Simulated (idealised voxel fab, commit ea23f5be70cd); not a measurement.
process module | voxel self aligned vias
cross-section cut | 265 nm wide | cells 5 nm
A cross-section is a grid of square cells, given in bands from the top down. A band is one or more rows of cells.
Each band's line starts with the height of the band's top and of its bottom, in nm. Then come its materials from left to right, each with its width in nm. One material with "throughout" fills the band from edge to edge. "air" is empty space.
Height 0 is the level under which the wafer as received is all one material. The lowest band goes on downwards, as in "0 down".
A width such as "30 to 40" changes by the same amount from each row of cells to the next, from the band's top row to its bottom row.
"no change" after a step means that no cell of the cross-section changed.
closed voids: empty space of 8 cells or more with no open way to the top, each as width x height at its distance from the left edge, in nm
after a step's settings: what the simulator itself notes on the step
overlay nm, on a step with a mask: how far to the right of its planned place the mask lay; to the left if negative
plan
1 op RECEIVE | material Si
2 op CONFORMAL_DEP | material SiO2 | thk nm 15
3 op CONFORMAL_DEP | material SiCN | thk nm 5
4 op DIRECTIONAL_DEP | material SiO2 | thk nm 30
5 op MASKED_ETCH | tone open | mask id LINES | width nm 25 | pitch nm 60 | etch materials SiO2 | depth nm 30 | overlay nm -15
6 op CONFORMAL_DEP | material TiN | thk nm 5
7 op FILL_DEP | material W | thk nm 5
8 op CMP | height nm 50
9 op SELECTIVE_ETCH | etch materials W Ru TiN | depth nm 10
10 op FILL_DEP | material SiN | thk nm 10
11 op CMP | height nm 50
12 op DIRECTIONAL_DEP | material SiO2 | thk nm 15
13 op MASKED_ETCH | tone open | mask id VIAS | width nm 45 | pitch nm 60 | etch materials SiO2 | depth nm 15 | overlay nm 0
14 op MASKED_ETCH | tone open | mask id VIAS | width nm 45 | pitch nm 60 | etch materials SiN | depth nm 10 | overlay nm 0
15 op CONFORMAL_DEP | material TiN | thk nm 5
16 op FILL_DEP | material Ru | thk nm 5
17 op CMP | height nm 65
18 op CONFORMAL_DEP | material SiCN | thk nm 5
varied across the wafers: overlay nm of step 5. The plan shows the first wafer's value. All wafers start alike
first wafer as received, after step 1
  0 down: Si throughout
  closed voids: none
each wafer at the end: cells of each material gained (+) or lost (-) since it was received, then its closed voids
overlay nm -15 | +54 Ru | +106 SiCN | +6 SiN | +465 SiO2 | +84 TiN | +27 W | closed voids: none
overlay nm -10 | +60 Ru | +106 SiCN | +465 SiO2 | +84 TiN | +27 W | closed voids: none
overlay nm -5 | +60 Ru | +106 SiCN | +465 SiO2 | +84 TiN | +27 W | closed voids: none
overlay nm 0 | +60 Ru | +106 SiCN | +465 SiO2 | +84 TiN | +27 W | closed voids: none
overlay nm 5 | +60 Ru | +106 SiCN | +465 SiO2 | +84 TiN | +27 W | closed voids: none
overlay nm 10 | +60 Ru | +106 SiCN | +465 SiO2 | +84 TiN | +27 W | closed voids: none
overlay nm 15 | +54 Ru | +106 SiCN | +6 SiN | +465 SiO2 | +84 TiN | +27 W | closed voids: none
